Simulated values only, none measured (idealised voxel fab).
This section sets out a process module, namely voxel capacitor over wiring.
290 nm wide, 5 nm square cells: that's cross-section cut.
In what follows, cross-sections appear as grids of square cells, described through bands that run from the top down, where every band is one or more rows of cells. Per band: top height and bottom height in nm, followed by the left-to-right materials and their widths in nm; "edge to edge" marks a single material spanning edge to edge, "empty" marks empty space. The level at which height equals 0 is the one under which the wafer, as it arrives, is entirely one material. No lower edge exists for the bottom band, which continues downward and is notated as in "0 nm and below". It should be noted that a width expressed as "30..40" varies in equal increments from row to row of cells within the band, taking the value of the first number at the top row and that of the second number at the bottom row. When a step is marked "nothing altered", none of the cells in the cross-section changed during that step. Reported under the label "Cavities, sealed" are the empty spaces having no open way to the top and comprising 8 cells or more; the notation for each is width x height at distance, in which the distance is measured from the left edge and all three values are in nm. Formally, on a step line, whatever follows the settings is a remark that the simulator itself makes on the step. overlay nm: how far to the right of its planned place the mask lay on this masked step (negative: to the left).
### The following list gives the planned process steps
| 1 | RECEIVE, material Si |
| 2 | CONFORMAL_DEP, material SiO2, thk nm 10 |
| 3 | CONFORMAL_DEP, material SiN, thk nm 5 |
| 4 | DIRECTIONAL_DEP, material SiO2, thk nm 25 |
| 5 | PATTERN, tone open, mask id METAL_1, material resist, width nm 20, pitch nm 75, thk nm 15, overlay nm 0 |
| 6 | DIRECTIONAL_ETCH, etch materials SiO2, depth nm 25 |
| 7 | DIRECTIONAL_ETCH, etch materials SiN, depth nm 5 |
| 8 | STRIP, etch materials resist |
| 9 | CONFORMAL_DEP, material TiN, thk nm 5 |
| 10 | FILL_DEP, material Cu, thk nm 5 |
| 11 | CMP, height nm 40 |
| 12 | CONFORMAL_DEP, material SiCN, thk nm 5 |
| 13 | DIRECTIONAL_DEP, material SiO2, thk nm 15 |
| 14 | DIRECTIONAL_DEP, material aC, thk nm 15 |
| 15 | PATTERN, tone open, mask id PLUG_1, material resist, width nm 15, thk nm 35, overlay nm 0 |
| 16 | DIRECTIONAL_ETCH, etch materials aC, depth nm 15 |
| 17 | STRIP, etch materials resist |
| 18 | DIRECTIONAL_ETCH, etch materials SiO2, depth nm 15 |
| 19 | DIRECTIONAL_ETCH, etch materials SiCN, depth nm 5 |
| 20 | STRIP, etch materials aC |
| 21 | EPI, material Ru, thk nm 10 |
| 22 | EPI, material Ru, thk nm 10 |
| 23 | DIRECTIONAL_DEP, material TiN, thk nm 5 |
| 24 | DIRECTIONAL_DEP, material Al2O3, thk nm 5 |
| 25 | DIRECTIONAL_DEP, material TiN, thk nm 5 |
| 26 | MASKED_ETCH, tone cover, mask id UPPER_PLATE, width nm 60, etch materials TiN, depth nm 5, overlay nm 0 |
| 27 | MASKED_ETCH, tone cover, mask id UPPER_PLATE, width nm 60, etch materials Al2O3, depth nm 5, overlay nm 0 |
| 28 | MASKED_ETCH, tone cover, mask id LOWER_PLATE, width nm 70, etch materials TiN, depth nm 5, overlay nm 0 |
| 29 | FILL_DEP, material SiO2, thk nm 15 |
| 30 | CMP, height nm 75 |
| 31 | PATTERN, tone open, mask id PLUG_2, material resist, width nm 15, thk nm 20, overlay nm 0 |
| 32 | DIRECTIONAL_ETCH, etch materials SiO2, depth nm 10 |
| 33 | STRIP, etch materials resist |
| 34 | CONFORMAL_DEP, material TiN, thk nm 5 |
| 35 | FILL_DEP, material Ru, thk nm 5 |
| 36 | CMP, height nm 85 |
| 37 | CONFORMAL_DEP, material SiCN, thk nm 5 |
Same starting wafers, different height nm at step 30. Plan value belongs to the first wafer.
### Cross-sectional view of the first of several wafers in the as-received condition, corresponding to the state following step 1
- 0 nm and below  Si edge to edge
- Cavities, sealed: none
### first wafer at the end, after step 37
- 90 nm to 85 nm  SiCN edge to edge
- 85 nm to 80 nm  Ru edge to edge
- 80 nm to 75 nm  TiN edge to edge
- 75 nm to 70 nm  SiO2 100; TiN 60; SiO2 130
- 70 nm to 65 nm  SiO2 100; Al2O3 60; SiO2 130
- 65 nm to 60 nm  SiO2 95; TiN 70; SiO2 125
- 60 nm to 45 nm  SiO2 100; Ru 15; SiO2 175
- 45 nm to 40 nm  SiCN 100; Ru 15; SiCN 175
- 40 nm to 15 nm  SiO2 95; TiN 5; Cu 10; TiN 5; SiO2 55; TiN 5; Cu 10; TiN 5; SiO2 100
- 15 nm to 10 nm  SiN 95; TiN 20; SiN 55; TiN 20; SiN 100
- 10 nm to 0 nm  SiO2 edge to edge
- 0 nm and below  Si edge to edge
- Cavities, sealed: none
### Here's the last wafer cross-sectioned at the end of the module
- 90 nm to 85 nm  SiCN edge to edge
- 85 nm to 80 nm  SiO2 110; TiN 15; SiO2 165
- 80 nm to 75 nm  SiO2 edge to edge
- 75 nm to 70 nm  SiO2 100; TiN 60; SiO2 130
- 70 nm to 65 nm  SiO2 100; Al2O3 60; SiO2 130
- 65 nm to 60 nm  SiO2 95; TiN 70; SiO2 125
- 60 nm to 45 nm  SiO2 100; Ru 15; SiO2 175
- 45 nm to 40 nm  SiCN 100; Ru 15; SiCN 175
- 40 nm to 15 nm  SiO2 95; TiN 5; Cu 10; TiN 5; SiO2 55; TiN 5; Cu 10; TiN 5; SiO2 100
- 15 nm to 10 nm  SiN 95; TiN 20; SiN 55; TiN 20; SiN 100
- 10 nm to 0 nm  SiO2 edge to edge
- 0 nm and below  Si edge to edge
- Cavities, sealed: none
### wafer rows; end of module; cells per material since receipt: (+) gained, (-) lost; then closed voids
height nm 75 | +12 Al2O3 | +20 Cu | +70 Ru | +113 SiCN | +50 SiN | +667 SiO2 | +112 TiN | Cavities, sealed: none
height nm 80 | +12 Al2O3 | +20 Cu | +13 Ru | +113 SiCN | +50 SiN | +722 SiO2 | +114 TiN | Cavities, sealed: none
height nm 85 | +12 Al2O3 | +20 Cu | +13 Ru | +113 SiCN | +50 SiN | +777 SiO2 | +59 TiN | Cavities, sealed: none
height nm 90 | +12 Al2O3 | +20 Cu | +12 Ru | +113 SiCN | +50 SiN | +780 SiO2 | +57 TiN | Cavities, sealed: none
